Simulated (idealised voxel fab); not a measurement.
process module | voxel gate over fins
cross-section cut | 265 nm wide | cells 5 nm
A cross-section is a grid of square cells, given in bands from the top down. A band is one or more rows of cells.
Each band's line starts with the height of the band's top and of its bottom, in nm. Then come its materials from left to right, each with its width in nm. One material with "throughout" fills the band from edge to edge. "air" is empty space.
Height 0 is the level under which the wafer as received is all one material. The lowest band goes on downwards, as in "0 down".
A width such as "30 to 40" changes by the same amount from each row of cells to the next, from the band's top row to its bottom row.
"no change" after a step means that no cell of the cross-section changed.
closed voids: empty space of 8 cells or more with no open way to the top, each as width x height at its distance from the left edge, in nm
after a step's settings: what the simulator itself notes on the step
overlay nm, on a step with a mask: how far to the right of its planned place the mask lay; to the left if negative
plan
1 op RECEIVE | material Si
2 op CONFORMAL_DEP | material SiN | thk nm 10
3 op MASKED_ETCH | tone cover | mask id FINS | width nm 15 | pitch nm 45 | etch materials SiN | depth nm 10 | overlay nm 0
4 op MASKED_ETCH | tone cover | mask id FINS | width nm 15 | pitch nm 45 | etch materials Si | depth nm 40 | overlay nm 0
5 op FILL_DEP | material SiO2 | thk nm 5
6 op CMP | height nm 10
7 op SELECTIVE_ETCH | etch materials SiO2 | depth nm 25
8 op STRIP | etch materials SiN
9 op CONFORMAL_DEP | material HfO2 | thk nm 5
10 op CONFORMAL_DEP | material TiN | thk nm 5
11 op FILL_DEP | material W | thk nm 15
12 op CMP | height nm 20
13 op CONFORMAL_DEP | material SiCN | thk nm 10
first wafer, as planned
as received, after step 1
  0 down: Si throughout
  closed voids: none
after step 2
  10 to 0: SiN throughout
  below 0: unchanged
after step 3
  10 to 0: air 80 | SiN 15 | air 30 | SiN 15 | air 30 | SiN 15 | air 80
  below 0: unchanged
after step 4
  10 to 0: air 80 | SiN 15 | air 30 | SiN 15 | air 30 | SiN 15 | air 80
  0 to -40: air 80 | Si 15 | air 30 | Si 15 | air 30 | Si 15 | air 80
  below -40: unchanged
after step 5
  15 to 10: SiO2 throughout
  10 to 0: SiO2 80 | SiN 15 | SiO2 30 | SiN 15 | SiO2 30 | SiN 15 | SiO2 80
  0 to -40: SiO2 80 | Si 15 | SiO2 30 | Si 15 | SiO2 30 | Si 15 | SiO2 80
  below -40: unchanged
after step 6
  10 to 0: SiO2 80 | SiN 15 | SiO2 30 | SiN 15 | SiO2 30 | SiN 15 | SiO2 80
  below 0: unchanged
after step 7
  10 to 0: air 80 | SiN 15 | air 30 | SiN 15 | air 30 | SiN 15 | air 80
  0 to -15: air 80 | Si 15 | air 30 | Si 15 | air 30 | Si 15 | air 80
  below -15: unchanged
after step 8
  0 to -15: air 80 | Si 15 | air 30 | Si 15 | air 30 | Si 15 | air 80
  below -15: unchanged
after step 9
  5 to 0: air 75 | HfO2 25 | air 20 | HfO2 25 | air 20 | HfO2 25 | air 75
  0 to -10: air 75 | HfO2 5 | Si 15 | HfO2 5 | air 20 | HfO2 5 | Si 15 | HfO2 5 | air 20 | HfO2 5 | Si 15 | HfO2 5 | air 75
  -10 to -15: HfO2 80 | Si 15 | HfO2 30 | Si 15 | HfO2 30 | Si 15 | HfO2 80
  below -15: unchanged
after step 10
  10 to 5: air 70 | TiN 35 | air 10 | TiN 35 | air 10 | TiN 35 | air 70
  5 to 0: air 70 | TiN 5 | HfO2 25 | TiN 5 | air 10 | TiN 5 | HfO2 25 | TiN 5 | air 10 | TiN 5 | HfO2 25 | TiN 5 | air 70
  0 to -5: air 70 | TiN 5 | HfO2 5 | Si 15 | HfO2 5 | TiN 5 | air 10 | TiN 5 | HfO2 5 | Si 15 | HfO2 5 | TiN 5 | air 10 | TiN 5 | HfO2 5 | Si 15 | HfO2 5 | TiN 5 | air 70
  -5 to -10: TiN 75 | HfO2 5 | Si 15 | HfO2 5 | TiN 20 | HfO2 5 | Si 15 | HfO2 5 | TiN 20 | HfO2 5 | Si 15 | HfO2 5 | TiN 75
  below -10: unchanged
after step 11
  25 to 10: W throughout
  10 to 5: W 70 | TiN 35 | W 10 | TiN 35 | W 10 | TiN 35 | W 70
  5 to 0: W 70 | TiN 5 | HfO2 25 | TiN 5 | W 10 | TiN 5 | HfO2 25 | TiN 5 | W 10 | TiN 5 | HfO2 25 | TiN 5 | W 70
  0 to -5: W 70 | TiN 5 | HfO2 5 | Si 15 | HfO2 5 | TiN 5 | W 10 | TiN 5 | HfO2 5 | Si 15 | HfO2 5 | TiN 5 | W 10 | TiN 5 | HfO2 5 | Si 15 | HfO2 5 | TiN 5 | W 70
  below -5: unchanged
after step 12
  20 to 10: W throughout
  below 10: unchanged
after step 13
  30 to 20: SiCN throughout
  below 20: unchanged
second wafer: like start, like plan, one mistake. Through step 6 it matches the first wafer
when step 7 should have ended
  10 to 0: SiO2 80 | air 15 | SiO2 30 | air 15 | SiO2 30 | air 15 | SiO2 80
  below 0: unchanged
when step 8 should have ended
  0 to -15: air 80 | Si 15 | air 30 | Si 15 | air 30 | Si 15 | air 80
  -15 to -25: SiO2 55 | air 25 | Si 15 | air 30 | Si 15 | air 30 | Si 15 | air 25 | SiO2 55
  below -25: unchanged
when step 9 should have ended
  5 to 0: air 75 | HfO2 25 | air 20 | HfO2 25 | air 20 | HfO2 25 | air 75
  0 to -10: air 75 | HfO2 5 | Si 15 | HfO2 5 | air 20 | HfO2 5 | Si 15 | HfO2 5 | air 20 | HfO2 5 | Si 15 | HfO2 5 | air 75
  -10 to -15: HfO2 60 | air 15 | HfO2 5 | Si 15 | HfO2 5 | air 20 | HfO2 5 | Si 15 | HfO2 5 | air 20 | HfO2 5 | Si 15 | HfO2 5 | air 15 | HfO2 60
  -15 to -20: SiO2 55 | HfO2 5 | air 15 | HfO2 5 | Si 15 | HfO2 5 | air 20 | HfO2 5 | Si 15 | HfO2 5 | air 20 | HfO2 5 | Si 15 | HfO2 5 | air 15 | HfO2 5 | SiO2 55
  -20 to -25: SiO2 55 | HfO2 25 | Si 15 | HfO2 30 | Si 15 | HfO2 30 | Si 15 | HfO2 25 | SiO2 55
  below -25: unchanged
when step 10 should have ended
  10 to 5: air 70 | TiN 35 | air 10 | TiN 35 | air 10 | TiN 35 | air 70
  5 to 0: air 70 | TiN 5 | HfO2 25 | TiN 5 | air 10 | TiN 5 | HfO2 25 | TiN 5 | air 10 | TiN 5 | HfO2 25 | TiN 5 | air 70
  0 to -5: air 70 | TiN 5 | HfO2 5 | Si 15 | HfO2 5 | TiN 5 | air 10 | TiN 5 | HfO2 5 | Si 15 | HfO2 5 | TiN 5 | air 10 | TiN 5 | HfO2 5 | Si 15 | HfO2 5 | TiN 5 | air 70
  -5 to -10: TiN 65 | air 5 | TiN 5 | HfO2 5 | Si 15 | HfO2 5 | TiN 5 | air 10 | TiN 5 | HfO2 5 | Si 15 | HfO2 5 | TiN 5 | air 10 | TiN 5 | HfO2 5 | Si 15 | HfO2 5 | TiN 5 | air 5 | TiN 65
  -10 to -15: HfO2 60 | TiN 5 | air 5 | TiN 5 | HfO2 5 | Si 15 | HfO2 5 | TiN 5 | air 10 | TiN 5 | HfO2 5 | Si 15 | HfO2 5 | TiN 5 | air 10 | TiN 5 | HfO2 5 | Si 15 | HfO2 5 | TiN 5 | air 5 | TiN 5 | HfO2 60
  -15 to -20: SiO2 55 | HfO2 5 | TiN 15 | HfO2 5 | Si 15 | HfO2 5 | TiN 20 | HfO2 5 | Si 15 | HfO2 5 | TiN 20 | HfO2 5 | Si 15 | HfO2 5 | TiN 15 | HfO2 5 | SiO2 55
  below -20: unchanged
when step 11 should have ended
  25 to 10: W throughout
  10 to 5: W 70 | TiN 35 | W 10 | TiN 35 | W 10 | TiN 35 | W 70
  5 to 0: W 70 | TiN 5 | HfO2 25 | TiN 5 | W 10 | TiN 5 | HfO2 25 | TiN 5 | W 10 | TiN 5 | HfO2 25 | TiN 5 | W 70
  0 to -5: W 70 | TiN 5 | HfO2 5 | Si 15 | HfO2 5 | TiN 5 | W 10 | TiN 5 | HfO2 5 | Si 15 | HfO2 5 | TiN 5 | W 10 | TiN 5 | HfO2 5 | Si 15 | HfO2 5 | TiN 5 | W 70
  -5 to -10: TiN 65 | W 5 | TiN 5 | HfO2 5 | Si 15 | HfO2 5 | TiN 5 | W 10 | TiN 5 | HfO2 5 | Si 15 | HfO2 5 | TiN 5 | W 10 | TiN 5 | HfO2 5 | Si 15 | HfO2 5 | TiN 5 | W 5 | TiN 65
  -10 to -15: HfO2 60 | TiN 5 | W 5 | TiN 5 | HfO2 5 | Si 15 | HfO2 5 | TiN 5 | W 10 | TiN 5 | HfO2 5 | Si 15 | HfO2 5 | TiN 5 | W 10 | TiN 5 | HfO2 5 | Si 15 | HfO2 5 | TiN 5 | W 5 | TiN 5 | HfO2 60
  below -15: unchanged
when step 12 should have ended
  20 to 10: W throughout
  below 10: unchanged
when step 13 should have ended
  30 to 20: SiCN throughout
  below 20: unchanged
what went wrong: steps 7 and 8 were swapped
at the end the second wafer has, in cells: 16 more of HfO2 | 44 fewer of SiO2 | 16 more of TiN | 12 more of W
